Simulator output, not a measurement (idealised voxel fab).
You're looking at the process module voxel spacer lines.
Section shown: cut. Width: 260 nm. Cell size: 5 nm, square.
Each cross-section below is a grid of square cells, stated as bands in top-down order, with one or more rows of cells making up each band. Heights first: top, then bottom, in nm. Then materials, left to right, each with a width in nm. "everywhere" on a single material: fills the band edge to edge. "blank": empty space. Below 0: as-received wafer, all one material; heights counted from there. Lowest band: no bottom, goes on down, written "top 0, no bottom". The width entry "30->40" should be interpreted row by row: the top row of cells in the band takes the first number, the bottom row takes the second number, and the change between adjacent rows is uniform throughout. Step note "stayed the same" = no cross-section cell changed. This entry, "Trapped void list", enumerates those empty regions of no fewer than 8 cells that possess no open connection to the top. Each region is reported in the form width x height at distance, the distance being taken from the left edge, with all three quantities expressed in nm. If you see something after the settings on a step's line, that's the simulator's own remark about that step. A step's line can hold "overlay nm"; with a mask on that step, the setting says how far right of the planned place the mask lay, while a negative setting says it lay to the left.

These are the steps we planned for the process
1) RECEIVE: material Si
2) CONFORMAL_DEP: material Al2O3, thk nm 5
3) DIRECTIONAL_DEP: material SiN, thk nm 10
4) DIRECTIONAL_DEP: material aC, thk nm 20
5) PATTERN: tone cover, mask id MANDREL, material resist, width nm 25, pitch nm 70, thk nm 30, overlay nm 0
6) DIRECTIONAL_ETCH: etch materials aC, depth nm 20
7) STRIP: etch materials resist
8) CONFORMAL_DEP: material SiO2, thk nm 10
9) DIRECTIONAL_ETCH: etch materials SiO2, depth nm 10
10) STRIP: etch materials aC
11) DIRECTIONAL_ETCH: etch materials SiN, depth nm 10
12) STRIP: etch materials SiO2
13) FILL_DEP: material SiO2, thk nm 10
14) CMP: height nm 15

Step 1 complete: cross-section of the wafer as received
    top 0, no bottom  Si everywhere
    Trapped void list: none

Cross-section, first of two wafers, end of module, run as planned
    top 15, bottom 5  SiO2=35; SiN=10; SiO2=25; SiN=10; SiO2=25; SiN=10; SiO2=25; SiN=10; SiO2=25; SiN=10; SiO2=25; SiN=10; SiO2=40
    top 5, bottom 0  Al2O3 everywhere
    top 0, no bottom  Si everywhere
    Trapped void list: none

Cross-section, wafer two of two, end of module: same start and plan as wafer one, one error in execution
    top 15, bottom 5  aC everywhere
    top 5, bottom 0  Al2O3 everywhere
    top 0, no bottom  Si everywhere
    Trapped void list: none
Plan not followed: step 3 ran in the slot meant for step 4, and vice versa
Count the cells at the end and the second wafer has more or fewer of some materials than the first: SiN: 24 fewer; SiO2: 80 fewer; aC: 104 more
